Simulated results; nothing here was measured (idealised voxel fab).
Proc. module: voxel self aligned contacts
Section cut is 230 nm wide and gridded with 5 nm square cells.
Square cells in a grid make up a cross-section in this document, and the grid is given as bands, listed from the top down, each one or more rows of cells.
Within each band entry, the heights of the top and of the bottom of the band appear first, in that order and in nm; the materials of the band then follow from left to right, each with its corresponding width in nm. The designation "throughout" on a single material indicates that it fills the band from edge to edge; the designation "empty" indicates empty space.
For the purposes of this specification, 0 denotes the height below which the wafer in its as-received condition is composed wholly of one material, and the lowermost band, lacking a lower limit, extends downward without end, as expressed in "0 nm and below".
Note: "30..40" means the width goes from the first number (top row of the band) to the second number (bottom row) in equal steps per row of cells.
No cell of the cross-section changed in a step that is given as "stayed the same".
The entry "Closed void listing" lists the empty spaces that cover at least 8 cells and have no open path to the top. Each is written as width x height at distance, where the distance is measured from the left edge and all three values are in nm.
The remark found on a step's line after its settings is issued by the simulator itself and pertains to that step.
What "overlay nm" on a step's line means: if the step has a mask, that mask lay this far to the right of its planned place, or, when the value is negative, to the left.

### The following list gives the planned process steps
1. op RECEIVE | material Si
2. op CONFORMAL_DEP | material SiO2 | thk nm 5
3. op DIRECTIONAL_DEP | material polySi | thk nm 20
4. op DIRECTIONAL_DEP | material SiN | thk nm 15
5. op DIRECTIONAL_DEP | material aC | thk nm 15
6. op PATTERN | tone cover | mask id GATE | material resist | width nm 30 | pitch nm 55 | thk nm 30 | overlay nm 0
7. op DIRECTIONAL_ETCH | etch materials aC | depth nm 15
8. op STRIP | etch materials resist
9. op DIRECTIONAL_ETCH | etch materials SiN | depth nm 15
10. op DIRECTIONAL_ETCH | etch materials polySi | depth nm 20
11. op STRIP | etch materials aC
12. op CONFORMAL_DEP | material SiN | thk nm 5
13. op DIRECTIONAL_ETCH | etch materials SiN | depth nm 5
14. op FILL_DEP | material SiO2 | thk nm 15
15. op CMP | height nm 50
16. op DIRECTIONAL_DEP | material aC | thk nm 15
17. op PATTERN | tone open | mask id CONTACT | material resist | width nm 35 | pitch nm 55 | thk nm 35 | overlay nm 0
18. op DIRECTIONAL_ETCH | etch materials aC | depth nm 15
19. op STRIP | etch materials resist
20. op DIRECTIONAL_ETCH | etch materials SiO2 | depth nm 50
21. op STRIP | etch materials aC
22. op CONFORMAL_DEP | material TiN | thk nm 5
23. op FILL_DEP | material Ru | thk nm 5
24. op CMP | height nm 50
25. op CONFORMAL_DEP | material SiCN | thk nm 5
Quick note for whoever runs this: the wafers start identical, but the thk nm at step 25 isn't the same across them. The plan just shows what the first wafer had.

### first wafer as received, after step 1
- 0 nm and below  Si throughout
- Closed void listing: none

### Per-wafer rows below. For each material: cells gained (+) or lost (-) since the wafer was received, as of end of module. Then: closed voids
thk nm 5 | +26 Ru | +46 SiCN | +96 SiN | +216 SiO2 | +50 TiN | +72 polySi | Closed void listing: none
thk nm 10 | +26 Ru | +92 SiCN | +96 SiN | +216 SiO2 | +50 TiN | +72 polySi | Closed void listing: none
thk nm 15 | +26 Ru | +138 SiCN | +96 SiN | +216 SiO2 | +50 TiN | +72 polySi | Closed void listing: none
thk nm 20 | +26 Ru | +184 SiCN | +96 SiN | +216 SiO2 | +50 TiN | +72 polySi | Closed void listing: none
